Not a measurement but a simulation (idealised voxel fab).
The document below concerns the process module designated voxel wiring stack.
Displayed cross-section: cut, width of 200 nm, square cells sized 5 nm.
Format of a cross-section: grid, square cells. Given as bands. Order: top down. Band: one or more rows of cells.
Heights first: top, then bottom, in nm. Then materials, left to right, each with a width in nm. "all across" on a single material: fills the band edge to edge. "air": empty space.
Basically, 0 is our baseline, since under it the wafer straight out of the box is all one material. The bottom band has no lower end and keeps on going down, so it looks like "z 0 and below".
Note: "30->40" means the width goes from the first number (top row of the band) to the second number (bottom row) in equal steps per row of cells.
For the purposes of this document, the phrase "nothing altered" attached to a step denotes that no cell within the cross-section was modified by that step.
Closed-off voids of 8+ cells (no open route to the top) go in "Closed void listing", written width x height at distance from the left edge, in nm.
On a step's line, text after the settings is the simulator commenting on that step.
If you see "overlay nm" on a step's line and that step has a mask, it's telling you how far right of where it was planned the mask ended up; a negative number means it went left instead.
How should the pairs below be read? Each gives the cross-section before one process step and the cross-section after it, the latter drawn only to the lowest band that changed; the step that lies between them, with its settings, appears under the pair. Does a pair pick up where the pair above left off? Only where its entry headed "Ahead of processing" says so, since pairs can come from different runs of this module on the same starting wafer.
Ahead of processing:
> z 0 and below | Si all across
> Closed void listing: none
after:
> z 15 to 0 | SiO2 all across
> below 0: unchanged
> Closed void listing: none
The before and after cross-sections above are linked by CONFORMAL_DEP (material SiO2; thk nm 15)
Ahead of processing: just use the after drawing of the pair above as your starting point.
after:
> z 20 to 15 | SiN all across
> below 15: unchanged
> Closed void listing: none
The before and after cross-sections above are linked by CONFORMAL_DEP (material SiN; thk nm 5)
Ahead of processing: just use the after drawing of the pair above as your starting point.
after:
> z 35 to 20 | SiO2 all across
> below 20: unchanged
> Closed void listing: none
The before and after cross-sections above are linked by DIRECTIONAL_DEP (material SiO2; thk nm 15)
Ahead of processing: just use the after drawing of the pair above as your starting point.
after:
> z 50 to 35 | aC all across
> below 35: unchanged
> Closed void listing: none
The before and after cross-sections above are linked by DIRECTIONAL_DEP (material aC; thk nm 15)
Ahead of processing: just use the after drawing of the pair above as your starting point.
after:
> z 80 to 50 | 30 nm resist, 25 nm air, 30 nm resist, 25 nm air, 30 nm resist, 25 nm air, 35 nm resist
> below 50: unchanged
> Closed void listing: none
The before and after cross-sections above are linked by PATTERN (tone open; mask id METAL_1; material resist; width nm 25; pitch nm 55; thk nm 30; overlay nm 0)
Ahead of processing: just use the after drawing of the pair above as your starting point.
after:
> z 65 to 50 | 30 nm resist, 25 nm air, 30 nm resist, 25 nm air, 30 nm resist, 25 nm air, 35 nm resist
> z 50 to 35 | 30 nm aC, 25 nm air, 30 nm aC, 25 nm air, 30 nm aC, 25 nm air, 35 nm aC
> below 35: unchanged
> Closed void listing: none
The before and after cross-sections above are linked by DIRECTIONAL_ETCH (etch materials aC; depth nm 15)
Ahead of processing: just use the after drawing of the pair above as your starting point.
after:
> z 50 to 35 | 30 nm aC, 25 nm air, 30 nm aC, 25 nm air, 30 nm aC, 25 nm air, 35 nm aC
> below 35: unchanged
> Closed void listing: none
The before and after cross-sections above are linked by STRIP (etch materials resist)
Ahead of processing: just use the after drawing of the pair above as your starting point.
after:
> z 50 to 35 | 30 nm aC, 25 nm air, 30 nm aC, 25 nm air, 30 nm aC, 25 nm air, 35 nm aC
> z 35 to 20 | 30 nm SiO2, 25 nm air, 30 nm SiO2, 25 nm air, 30 nm SiO2, 25 nm air, 35 nm SiO2
> below 20: unchanged
> Closed void listing: none
The before and after cross-sections above are linked by DIRECTIONAL_ETCH (etch materials SiO2; depth nm 15)
Ahead of processing: just use the after drawing of the pair above as your starting point.
after:
> z 50 to 35 | 30 nm aC, 25 nm air, 30 nm aC, 25 nm air, 30 nm aC, 25 nm air, 35 nm aC
> z 35 to 20 | 30 nm SiO2, 25 nm air, 30 nm SiO2, 25 nm air, 30 nm SiO2, 25 nm air, 35 nm SiO2
> z 20 to 15 | 30 nm SiN, 25 nm air, 30 nm SiN, 25 nm air, 30 nm SiN, 25 nm air, 35 nm SiN
> below 15: unchanged
> Closed void listing: none
The before and after cross-sections above are linked by DIRECTIONAL_ETCH (etch materials SiN; depth nm 5)
Ahead of processing: just use the after drawing of the pair above as your starting point.
after:
> z 35 to 20 | 30 nm SiO2, 25 nm air, 30 nm SiO2, 25 nm air, 30 nm SiO2, 25 nm air, 35 nm SiO2
> below 20: unchanged
> Closed void listing: none
The before and after cross-sections above are linked by STRIP (etch materials aC)
Ahead of processing: just use the after drawing of the pair above as your starting point.
after:
> z 40 to 35 | 35 nm TiN, 15 nm air, 40 nm TiN, 15 nm air, 40 nm TiN, 15 nm air, 40 nm TiN
> z 35 to 20 | 30 nm SiO2, 5 nm TiN, 15 nm air, 5 nm TiN, 30 nm SiO2, 5 nm TiN, 15 nm air, 5 nm TiN, 30 nm SiO2, 5 nm TiN, 15 nm air, 5 nm TiN, 35 nm SiO2
> z 20 to 15 | 30 nm SiN, 25 nm TiN, 30 nm SiN, 25 nm TiN, 30 nm SiN, 25 nm TiN, 35 nm SiN
> below 15: unchanged
> Closed void listing: none
The before and after cross-sections above are linked by CONFORMAL_DEP (material TiN; thk nm 5)
Ahead of processing: just use the after drawing of the pair above as your starting point.
after:
> z 45 to 40 | Cu all across
> z 40 to 35 | 35 nm TiN, 15 nm Cu, 40 nm TiN, 15 nm Cu, 40 nm TiN, 15 nm Cu, 40 nm TiN
> z 35 to 20 | 30 nm SiO2, 5 nm TiN, 15 nm Cu, 5 nm TiN, 30 nm SiO2, 5 nm TiN, 15 nm Cu, 5 nm TiN, 30 nm SiO2, 5 nm TiN, 15 nm Cu, 5 nm TiN, 35 nm SiO2
> below 20: unchanged
> Closed void listing: none
The before and after cross-sections above are linked by FILL_DEP (material Cu; thk nm 5)
Ahead of processing: just use the after drawing of the pair above as your starting point.
after:
> z 35 to 20 | 30 nm SiO2, 5 nm TiN, 15 nm Cu, 5 nm TiN, 30 nm SiO2, 5 nm TiN, 15 nm Cu, 5 nm TiN, 30 nm SiO2, 5 nm TiN, 15 nm Cu, 5 nm TiN, 35 nm SiO2
> below 20: unchanged
> Closed void listing: none
The before and after cross-sections above are linked by CMP (height nm 35)
Ahead of processing: just use the after drawing of the pair above as your starting point.
after:
> z 40 to 35 | 25 nm air, 35 nm Ru, 20 nm air, 35 nm Ru, 20 nm air, 35 nm Ru, 30 nm air
> below 35: unchanged
> Closed void listing: none
The before and after cross-sections above are linked by EPI (material Ru; thk nm 5)
Ahead of processing: just use the after drawing of the pair above as your starting point.
after:
> z 45 to 40 | SiCN all across
> z 40 to 35 | 25 nm SiCN, 35 nm Ru, 20 nm SiCN, 35 nm Ru, 20 nm SiCN, 35 nm Ru, 30 nm SiCN
> below 35: unchanged
> Closed void listing: none
The before and after cross-sections above are linked by FILL_DEP (material SiCN; thk nm 5)
Ahead of processing: just use the after drawing of the pair above as your starting point.
after:
> z 65 to 45 | lowk all across
> below 45: unchanged
> Closed void listing: none
The before and after cross-sections above are linked by DIRECTIONAL_DEP (material lowk; thk nm 20)
Ahead of processing: just use the after drawing of the pair above as your starting point.
after:
> z 80 to 65 | aC all across
> below 65: unchanged
> Closed void listing: none
The before and after cross-sections above are linked by DIRECTIONAL_DEP (material aC; thk nm 15)
Ahead of processing: just use the after drawing of the pair above as your starting point.
after:
> z 110 to 80 | 30 nm resist, 15 nm air, 95 nm resist, 15 nm air, 45 nm resist
> below 80: unchanged
> Closed void listing: none
The before and after cross-sections above are linked by PATTERN (tone open; mask id PLUG_1; material resist; width nm 15; pitch nm 110; thk nm 30; overlay nm 0)
Ahead of processing: just use the after drawing of the pair above as your starting point.
after:
> z 95 to 80 | 30 nm resist, 15 nm air, 95 nm resist, 15 nm air, 45 nm resist
> z 80 to 65 | 30 nm aC, 15 nm air, 95 nm aC, 15 nm air, 45 nm aC
> below 65: unchanged
> Closed void listing: none
The before and after cross-sections above are linked by DIRECTIONAL_ETCH (etch materials aC; depth nm 15)
Ahead of processing: just use the after drawing of the pair above as your starting point.
after:
> z 80 to 65 | 30 nm aC, 15 nm air, 95 nm aC, 15 nm air, 45 nm aC
> below 65: unchanged
> Closed void listing: none
The before and after cross-sections above are linked by STRIP (etch materials resist)
Ahead of processing: just use the after drawing of the pair above as your starting point.
after:
> z 80 to 65 | 30 nm aC, 15 nm air, 95 nm aC, 15 nm air, 45 nm aC
> z 65 to 45 | 30 nm lowk, 15 nm air, 95 nm lowk, 15 nm air, 45 nm lowk
> below 45: unchanged
> Closed void listing: none
The before and after cross-sections above are linked by DIRECTIONAL_ETCH (etch materials lowk; depth nm 20)
Ahead of processing: just use the after drawing of the pair above as your starting point.
after:
> z 80 to 65 | 30 nm aC, 15 nm air, 95 nm aC, 15 nm air, 45 nm aC
> z 65 to 45 | 30 nm lowk, 15 nm air, 95 nm lowk, 15 nm air, 45 nm lowk
> z 45 to 40 | 30 nm SiCN, 15 nm air, 95 nm SiCN, 15 nm air, 45 nm SiCN
> below 40: unchanged
> Closed void listing: none
The before and after cross-sections above are linked by DIRECTIONAL_ETCH (etch materials SiCN; depth nm 5)
Ahead of processing: just use the after drawing of the pair above as your starting point.
after:
> z 65 to 45 | 30 nm lowk, 15 nm air, 95 nm lowk, 15 nm air, 45 nm lowk
> below 45: unchanged
> Closed void listing: none
The before and after cross-sections above are linked by STRIP (etch materials aC)
Ahead of processing: just use the after drawing of the pair above as your starting point.
after:
> z 65 to 50 | 30 nm lowk, 15 nm air, 95 nm lowk, 15 nm air, 45 nm lowk
> z 50 to 45 | 30 nm lowk, 15 nm Ru, 95 nm lowk, 15 nm Ru, 45 nm lowk
> z 45 to 40 | 30 nm SiCN, 15 nm Ru, 95 nm SiCN, 15 nm Ru, 45 nm SiCN
> below 40: unchanged
> Closed void listing: none
The before and after cross-sections above are linked by EPI (material Ru; thk nm 10)
Ahead of processing: just use the after drawing of the pair above as your starting point.
after:
> z 65 to 60 | 30 nm lowk, 15 nm air, 95 nm lowk, 15 nm air, 45 nm lowk
> z 60 to 45 | 30 nm lowk, 15 nm Ru, 95 nm lowk, 15 nm Ru, 45 nm lowk
> below 45: unchanged
> Closed void listing: none
The before and after cross-sections above are linked by EPI (material Ru; thk nm 10)
Ahead of processing: just use the after drawing of the pair above as your starting point.
after:
> z 65 to 45 | 30 nm lowk, 15 nm Ru, 95 nm lowk, 15 nm Ru, 45 nm lowk
> below 45: unchanged
> Closed void listing: none
The before and after cross-sections above are linked by EPI (material Ru; thk nm 5)
Ahead of processing: just use the after drawing of the pair above as your starting point.
after:
> z 70 to 65 | SiN all across
> below 65: unchanged
> Closed void listing: none
The before and after cross-sections above are linked by CONFORMAL_DEP (material SiN; thk nm 5)
Ahead of processing: just use the after drawing of the pair above as your starting point.
after:
> z 90 to 70 | lowk all across
> below 70: unchanged
> Closed void listing: none
The before and after cross-sections above are linked by DIRECTIONAL_DEP (material lowk; thk nm 20)
Ahead of processing: just use the after drawing of the pair above as your starting point.
after:
> z 90 to 70 | 30 nm lowk, 25 nm air, 30 nm lowk, 25 nm air, 30 nm lowk, 25 nm air, 35 nm lowk
> below 70: unchanged
> Closed void listing: none
The before and after cross-sections above are linked by MASKED_ETCH (tone open; mask id METAL_2; width nm 25; pitch nm 55; etch materials lowk; depth nm 20; overlay nm 0)
Ahead of processing: just use the after drawing of the pair above as your starting point.
after:
> z 90 to 70 | 30 nm lowk, 25 nm air, 30 nm lowk, 25 nm air, 30 nm lowk, 25 nm air, 35 nm lowk
> z 70 to 65 | 30 nm SiN, 25 nm air, 30 nm SiN, 25 nm air, 30 nm SiN, 25 nm air, 35 nm SiN
> below 65: unchanged
> Closed void listing: none
The before and after cross-sections above are linked by MASKED_ETCH (tone open; mask id METAL_2; width nm 25; pitch nm 55; etch materials SiN; depth nm 5; overlay nm 0)
Ahead of processing: just use the after drawing of the pair above as your starting point.
after:
> z 95 to 90 | 35 nm TiN, 15 nm air, 40 nm TiN, 15 nm air, 40 nm TiN, 15 nm air, 40 nm TiN
> z 90 to 70 | 30 nm lowk, 5 nm TiN, 15 nm air, 5 nm TiN, 30 nm lowk, 5 nm TiN, 15 nm air, 5 nm TiN, 30 nm lowk, 5 nm TiN, 15 nm air, 5 nm TiN, 35 nm lowk
> z 70 to 65 | 30 nm SiN, 25 nm TiN, 30 nm SiN, 25 nm TiN, 30 nm SiN, 25 nm TiN, 35 nm SiN
> below 65: unchanged
> Closed void listing: none
The before and after cross-sections above are linked by CONFORMAL_DEP (material TiN; thk nm 5)
Ahead of processing: just use the after drawing of the pair above as your starting point.
after:
> z 100 to 95 | Ru all across
> z 95 to 90 | 35 nm TiN, 15 nm Ru, 40 nm TiN, 15 nm Ru, 40 nm TiN, 15 nm Ru, 40 nm TiN
> z 90 to 70 | 30 nm lowk, 5 nm TiN, 15 nm Ru, 5 nm TiN, 30 nm lowk, 5 nm TiN, 15 nm Ru, 5 nm TiN, 30 nm lowk, 5 nm TiN, 15 nm Ru, 5 nm TiN, 35 nm lowk
> below 70: unchanged
> Closed void listing: none
The before and after cross-sections above are linked by FILL_DEP (material Ru; thk nm 5)
Ahead of processing: just use the after drawing of the pair above as your starting point.
after:
> z 90 to 70 | 30 nm lowk, 5 nm TiN, 15 nm Ru, 5 nm TiN, 30 nm lowk, 5 nm TiN, 15 nm Ru, 5 nm TiN, 30 nm lowk, 5 nm TiN, 15 nm Ru, 5 nm TiN, 35 nm lowk
> below 70: unchanged
> Closed void listing: none
The before and after cross-sections above are linked by CMP (height nm 90)
Ahead of processing: just use the after drawing of the pair above as your starting point.
after:
> z 95 to 90 | 25 nm air, 35 nm Ru, 20 nm air, 35 nm Ru, 20 nm air, 35 nm Ru, 30 nm air
> below 90: unchanged
> Closed void listing: none
The before and after cross-sections above are linked by EPI (material Ru; thk nm 5)
Ahead of processing: just use the after drawing of the pair above as your starting point.
after:
> z 100 to 95 | SiCN all across
> z 95 to 90 | 25 nm SiCN, 35 nm Ru, 20 nm SiCN, 35 nm Ru, 20 nm SiCN, 35 nm Ru, 30 nm SiCN
> below 90: unchanged
> Closed void listing: none
The before and after cross-sections above are linked by FILL_DEP (material SiCN; thk nm 5)
Ahead of processing: just use the after drawing of the pair above as your starting point.
after:
> z 130 to 100 | lowk all across
> below 100: unchanged
> Closed void listing: none
The before and after cross-sections above are linked by DIRECTIONAL_DEP (material lowk; thk nm 30)
Ahead of processing: just use the after drawing of the pair above as your starting point.
after:
> z 145 to 130 | 30 nm resist, 15 nm air, 95 nm resist, 15 nm air, 45 nm resist
> below 130: unchanged
> Closed void listing: none
The before and after cross-sections above are linked by PATTERN (tone open; mask id METAL_3_HOLES; material resist; width nm 15; pitch nm 110; thk nm 15; overlay nm 0)
Ahead of processing: just use the after drawing of the pair above as your starting point.
after:
> z 145 to 130 | 30 nm resist, 15 nm air, 95 nm resist, 15 nm air, 45 nm resist
> z 130 to 100 | 30 nm lowk, 15 nm air, 95 nm lowk, 15 nm air, 45 nm lowk
> below 100: unchanged
> Closed void listing: none
The before and after cross-sections above are linked by DIRECTIONAL_ETCH (etch materials lowk; depth nm 30)
Ahead of processing: just use the after drawing of the pair above as your starting point.
after:
> z 130 to 100 | 30 nm lowk, 15 nm air, 95 nm lowk, 15 nm air, 45 nm lowk
> below 100: unchanged
> Closed void listing: none
The before and after cross-sections above are linked by STRIP (etch materials resist)
Ahead of processing: just use the after drawing of the pair above as your starting point.
after:
> z 130 to 115 | 30 nm lowk, 25 nm air, 30 nm lowk, 25 nm air, 30 nm lowk, 25 nm air, 35 nm lowk
> below 115: unchanged
> Closed void listing: none
The before and after cross-sections above are linked by MASKED_ETCH (tone open; mask id METAL_3; width nm 25; pitch nm 55; etch materials lowk; depth nm 15; overlay nm 0)
Ahead of processing: just use the after drawing of the pair above as your starting point.
after:
> z 130 to 115 | 30 nm lowk, 25 nm air, 30 nm lowk, 25 nm air, 30 nm lowk, 25 nm air, 35 nm lowk
> z 115 to 100 | 30 nm lowk, 15 nm air, 95 nm lowk, 15 nm air, 45 nm lowk
> z 100 to 95 | 30 nm SiCN, 15 nm air, 95 nm SiCN, 15 nm air, 45 nm SiCN
> below 95: unchanged
> Closed void listing: none
The before and after cross-sections above are linked by MASKED_ETCH (tone open; mask id METAL_3; width nm 25; pitch nm 55; etch materials SiCN; depth nm 5; overlay nm 0)
Ahead of processing: just use the after drawing of the pair above as your starting point.
after:
> z 135 to 130 | 35 nm TiN, 15 nm air, 40 nm TiN, 15 nm air, 40 nm TiN, 15 nm air, 40 nm TiN
> z 130 to 120 | 30 nm lowk, 5 nm TiN, 15 nm air, 5 nm TiN, 30 nm lowk, 5 nm TiN, 15 nm air, 5 nm TiN, 30 nm lowk, 5 nm TiN, 15 nm air, 5 nm TiN, 35 nm lowk
> z 120 to 115 | 30 nm lowk, 5 nm TiN, 5 nm air, 15 nm TiN, 30 nm lowk, 25 nm TiN, 30 nm lowk, 5 nm TiN, 5 nm air, 15 nm TiN, 35 nm lowk
> z 115 to 100 | 30 nm lowk, 5 nm TiN, 5 nm air, 5 nm TiN, 95 nm lowk, 5 nm TiN, 5 nm air, 5 nm TiN, 45 nm lowk
> z 100 to 95 | 30 nm SiCN, 15 nm TiN, 95 nm SiCN, 15 nm TiN, 45 nm SiCN
> below 95: unchanged
> Closed void listing: none
The before and after cross-sections above are linked by CONFORMAL_DEP (material TiN; thk nm 5)
Ahead of processing: just use the after drawing of the pair above as your starting point.
after:
> z 145 to 135 | Cu all across
> z 135 to 130 | 35 nm TiN, 15 nm Cu, 40 nm TiN, 15 nm Cu, 40 nm TiN, 15 nm Cu, 40 nm TiN
> z 130 to 120 | 30 nm lowk, 5 nm TiN, 15 nm Cu, 5 nm TiN, 30 nm lowk, 5 nm TiN, 15 nm Cu, 5 nm TiN, 30 nm lowk, 5 nm TiN, 15 nm Cu, 5 nm TiN, 35 nm lowk
> z 120 to 115 | 30 nm lowk, 5 nm TiN, 5 nm Cu, 15 nm TiN, 30 nm lowk, 25 nm TiN, 30 nm lowk, 5 nm TiN, 5 nm Cu, 15 nm TiN, 35 nm lowk
> z 115 to 100 | 30 nm lowk, 5 nm TiN, 5 nm Cu, 5 nm TiN, 95 nm lowk, 5 nm TiN, 5 nm Cu, 5 nm TiN, 45 nm lowk
> below 100: unchanged
> Closed void listing: none
The before and after cross-sections above are linked by FILL_DEP (material Cu; thk nm 10)
Ahead of processing: just use the after drawing of the pair above as your starting point.
after:
> z 130 to 120 | 30 nm lowk, 5 nm TiN, 15 nm Cu, 5 nm TiN, 30 nm lowk, 5 nm TiN, 15 nm Cu, 5 nm TiN, 30 nm lowk, 5 nm TiN, 15 nm Cu, 5 nm TiN, 35 nm lowk
> below 120: unchanged
> Closed void listing: none
The before and after cross-sections above are linked by CMP (height nm 130)
Ahead of processing: just use the after drawing of the pair above as your starting point.
after:
> z 135 to 130 | SiCN all across
> below 130: unchanged
> Closed void listing: none
The before and after cross-sections above are linked by CONFORMAL_DEP (material SiCN; thk nm 5)
Ahead of processing: just use the after drawing of the pair above as your starting point.
after:
> z 155 to 135 | SiO2 all across
> below 135: unchanged
> Closed void listing: none
The before and after cross-sections above are linked by DIRECTIONAL_DEP (material SiO2; thk nm 20)
Ahead of processing: just use the after drawing of the pair above as your starting point.
after:
> z 155 to 135 | 30 nm SiO2, 15 nm air, 95 nm SiO2, 15 nm air, 45 nm SiO2
> below 135: unchanged
> Closed void listing: none
The before and after cross-sections above are linked by MASKED_ETCH (tone open; mask id PLUG_3; width nm 15; pitch nm 110; etch materials SiO2; depth nm 20; overlay nm 0)
Ahead of processing: just use the after drawing of the pair above as your starting point.
after:
> z 155 to 135 | 30 nm SiO2, 15 nm air, 95 nm SiO2, 15 nm air, 45 nm SiO2
> z 135 to 130 | 30 nm SiCN, 15 nm air, 95 nm SiCN, 15 nm air, 45 nm SiCN
> below 130: unchanged
> Closed void listing: none
The before and after cross-sections above are linked by MASKED_ETCH (tone open; mask id PLUG_3; width nm 15; pitch nm 110; etch materials SiCN; depth nm 5; overlay nm 0)
Ahead of processing: just use the after drawing of the pair above as your starting point.
after:
> z 155 to 140 | 30 nm SiO2, 15 nm air, 95 nm SiO2, 15 nm air, 45 nm SiO2
> z 140 to 135 | 30 nm SiO2, 15 nm Ru, 95 nm SiO2, 15 nm Ru, 45 nm SiO2
> z 135 to 130 | 30 nm SiCN, 15 nm Ru, 95 nm SiCN, 15 nm Ru, 45 nm SiCN
> below 130: unchanged
> Closed void listing: none
The before and after cross-sections above are linked by EPI (material Ru; thk nm 10)
Ahead of processing: just use the after drawing of the pair above as your starting point.
after:
> z 155 to 150 | 30 nm SiO2, 15 nm air, 95 nm SiO2, 15 nm air, 45 nm SiO2
> z 150 to 135 | 30 nm SiO2, 15 nm Ru, 95 nm SiO2, 15 nm Ru, 45 nm SiO2
> below 135: unchanged
> Closed void listing: none
The before and after cross-sections above are linked by EPI (material Ru; thk nm 10)
Ahead of processing: just use the after drawing of the pair above as your starting point.
after:
> z 155 to 135 | 30 nm SiO2, 15 nm Ru, 95 nm SiO2, 15 nm Ru, 45 nm SiO2
> below 135: unchanged
> Closed void listing: none
The before and after cross-sections above are linked by EPI (material Ru; thk nm 5)
Ahead of processing: just use the after drawing of the pair above as your starting point.
after:
> z 160 to 155 | SiN all across
> below 155: unchanged
> Closed void listing: none
The before and after cross-sections above are linked by CONFORMAL_DEP (material SiN; thk nm 5)
Ahead of processing: just use the after drawing of the pair above as your starting point.
after:
> z 185 to 160 | SiO2 all across
> below 160: unchanged
> Closed void listing: none
The before and after cross-sections above are linked by DIRECTIONAL_DEP (material SiO2; thk nm 25)
Ahead of processing: just use the after drawing of the pair above as your starting point.
after:
> z 205 to 185 | 30 nm resist, 25 nm air, 30 nm resist, 25 nm air, 30 nm resist, 25 nm air, 35 nm resist
> below 185: unchanged
> Closed void listing: none
The before and after cross-sections above are linked by PATTERN (tone open; mask id METAL_4; material resist; width nm 25; pitch nm 55; thk nm 20; overlay nm 0)
Ahead of processing: just use the after drawing of the pair above as your starting point.
after:
> z 205 to 185 | 30 nm resist, 25 nm air, 30 nm resist, 25 nm air, 30 nm resist, 25 nm air, 35 nm resist
> z 185 to 160 | 30 nm SiO2, 25 nm air, 30 nm SiO2, 25 nm air, 30 nm SiO2, 25 nm air, 35 nm SiO2
> below 160: unchanged
> Closed void listing: none
The before and after cross-sections above are linked by DIRECTIONAL_ETCH (etch materials SiO2; depth nm 25)
Ahead of processing: just use the after drawing of the pair above as your starting point.
after:
> z 205 to 185 | 30 nm resist, 25 nm air, 30 nm resist, 25 nm air, 30 nm resist, 25 nm air, 35 nm resist
> z 185 to 160 | 30 nm SiO2, 25 nm air, 30 nm SiO2, 25 nm air, 30 nm SiO2, 25 nm air, 35 nm SiO2
> z 160 to 155 | 30 nm SiN, 25 nm air, 30 nm SiN, 25 nm air, 30 nm SiN, 25 nm air, 35 nm SiN
> below 155: unchanged
> Closed void listing: none
The before and after cross-sections above are linked by DIRECTIONAL_ETCH (etch materials SiN; depth nm 5)
Ahead of processing: just use the after drawing of the pair above as your starting point.
after:
> z 185 to 160 | 30 nm SiO2, 25 nm air, 30 nm SiO2, 25 nm air, 30 nm SiO2, 25 nm air, 35 nm SiO2
> below 160: unchanged
> Closed void listing: none
The before and after cross-sections above are linked by STRIP (etch materials resist)
Ahead of processing: just use the after drawing of the pair above as your starting point.
after:
> z 190 to 185 | 35 nm TiN, 15 nm air, 40 nm TiN, 15 nm air, 40 nm TiN, 15 nm air, 40 nm TiN
> z 185 to 160 | 30 nm SiO2, 5 nm TiN, 15 nm air, 5 nm TiN, 30 nm SiO2, 5 nm TiN, 15 nm air, 5 nm TiN, 30 nm SiO2, 5 nm TiN, 15 nm air, 5 nm TiN, 35 nm SiO2
> z 160 to 155 | 30 nm SiN, 25 nm TiN, 30 nm SiN, 25 nm TiN, 30 nm SiN, 25 nm TiN, 35 nm SiN
> below 155: unchanged
> Closed void listing: none
The before and after cross-sections above are linked by CONFORMAL_DEP (material TiN; thk nm 5)
Ahead of processing: just use the after drawing of the pair above as your starting point.
after:
> z 195 to 190 | Cu all across
> z 190 to 185 | 35 nm TiN, 15 nm Cu, 40 nm TiN, 15 nm Cu, 40 nm TiN, 15 nm Cu, 40 nm TiN
> z 185 to 160 | 30 nm SiO2, 5 nm TiN, 15 nm Cu, 5 nm TiN, 30 nm SiO2, 5 nm TiN, 15 nm Cu, 5 nm TiN, 30 nm SiO2, 5 nm TiN, 15 nm Cu, 5 nm TiN, 35 nm SiO2
> below 160: unchanged
> Closed void listing: none
The before and after cross-sections above are linked by FILL_DEP (material Cu; thk nm 5)
Ahead of processing: just use the after drawing of the pair above as your starting point.
after:
> z 185 to 160 | 30 nm SiO2, 5 nm TiN, 15 nm Cu, 5 nm TiN, 30 nm SiO2, 5 nm TiN, 15 nm Cu, 5 nm TiN, 30 nm SiO2, 5 nm TiN, 15 nm Cu, 5 nm TiN, 35 nm SiO2
> below 160: unchanged
> Closed void listing: none
The before and after cross-sections above are linked by CMP (height nm 185)
Ahead of processing: just use the after drawing of the pair above as your starting point.
after:
> z 190 to 185 | SiN all across
> below 185: unchanged
> Closed void listing: none
The before and after cross-sections above are linked by CONFORMAL_DEP (material SiN; thk nm 5)
Ahead of processing:
> z 95 to 90 | 25 nm air, 35 nm Ru, 20 nm air, 35 nm Ru, 20 nm air, 35 nm Ru, 30 nm air
> z 90 to 70 | 30 nm lowk, 5 nm TiN, 15 nm Ru, 5 nm TiN, 30 nm lowk, 5 nm TiN, 15 nm Ru, 5 nm TiN, 30 nm lowk, 5 nm TiN, 15 nm Ru, 5 nm TiN, 35 nm lowk
> z 70 to 65 | 30 nm SiN, 25 nm TiN, 30 nm SiN, 25 nm TiN, 30 nm SiN, 25 nm TiN, 35 nm SiN
> z 65 to 45 | 30 nm lowk, 15 nm Ru, 95 nm lowk, 15 nm Ru, 45 nm lowk
> z 45 to 40 | 30 nm SiCN, 15 nm Ru, 95 nm SiCN, 15 nm Ru, 45 nm SiCN
> z 40 to 35 | 25 nm SiCN, 35 nm Ru, 20 nm SiCN, 35 nm Ru, 20 nm SiCN, 35 nm Ru, 30 nm SiCN
> z 35 to 20 | 30 nm SiO2, 5 nm TiN, 15 nm Cu, 5 nm TiN, 30 nm SiO2, 5 nm TiN, 15 nm Cu, 5 nm TiN, 30 nm SiO2, 5 nm TiN, 15 nm Cu, 5 nm TiN, 35 nm SiO2
> z 20 to 15 | 30 nm SiN, 25 nm TiN, 30 nm SiN, 25 nm TiN, 30 nm SiN, 25 nm TiN, 35 nm SiN
> z 15 to 0 | SiO2 all across
> z 0 and below | Si all across
> Closed void listing: none
after:
> z 125 to 120 | 25 nm air, 35 nm lowk, 20 nm air, 35 nm lowk, 20 nm air, 35 nm lowk, 30 nm air
> z 120 to 95 | lowk all across
> z 95 to 90 | 25 nm lowk, 35 nm Ru, 20 nm lowk, 35 nm Ru, 20 nm lowk, 35 nm Ru, 30 nm lowk
> below 90: unchanged
> Closed void listing: none
The before and after cross-sections above are linked by DIRECTIONAL_DEP (material lowk; thk nm 30)
Ahead of processing: just use the after drawing of the pair above as your starting point.
after:
> z 140 to 125 | 30 nm resist, 15 nm air, 95 nm resist, 15 nm air, 45 nm resist
> z 125 to 120 | 25 nm resist, 35 nm lowk, 20 nm resist, 35 nm lowk, 20 nm resist, 35 nm lowk, 30 nm resist
> below 120: unchanged
> Closed void listing: none
The before and after cross-sections above are linked by PATTERN (tone open; mask id METAL_3_HOLES; material resist; width nm 15; pitch nm 110; thk nm 15; overlay nm 0)
Ahead of processing: just use the after drawing of the pair above as your starting point.
after:
> z 140 to 125 | 30 nm resist, 15 nm air, 95 nm resist, 15 nm air, 45 nm resist
> z 125 to 120 | 25 nm resist, 5 nm lowk, 15 nm air, 15 nm lowk, 20 nm resist, 35 nm lowk, 20 nm resist, 5 nm lowk, 15 nm air, 15 nm lowk, 30 nm resist
> z 120 to 95 | 30 nm lowk, 15 nm air, 95 nm lowk, 15 nm air, 45 nm lowk
> below 95: unchanged
> Closed void listing: none
The before and after cross-sections above are linked by DIRECTIONAL_ETCH (etch materials lowk; depth nm 30)
Ahead of processing: just use the after drawing of the pair above as your starting point.
after:
> z 125 to 120 | 25 nm air, 5 nm lowk, 15 nm air, 15 nm lowk, 20 nm air, 35 nm lowk, 20 nm air, 5 nm lowk, 15 nm air, 15 nm lowk, 30 nm air
> below 120: unchanged
> Closed void listing: none
The before and after cross-sections above are linked by STRIP (etch materials resist)
Ahead of processing: just use the after drawing of the pair above as your starting point.
after:
> z 125 to 120 | 25 nm air, 5 nm lowk, 25 nm air, 5 nm lowk, 20 nm air, 5 nm lowk, 25 nm air, 5 nm lowk, 20 nm air, 5 nm lowk, 25 nm air, 5 nm lowk, 30 nm air
> z 120 to 110 | 30 nm lowk, 25 nm air, 30 nm lowk, 25 nm air, 30 nm lowk, 25 nm air, 35 nm lowk
> below 110: unchanged
> Closed void listing: none
The before and after cross-sections above are linked by MASKED_ETCH (tone open; mask id METAL_3; width nm 25; pitch nm 55; etch materials lowk; depth nm 15; overlay nm 0)
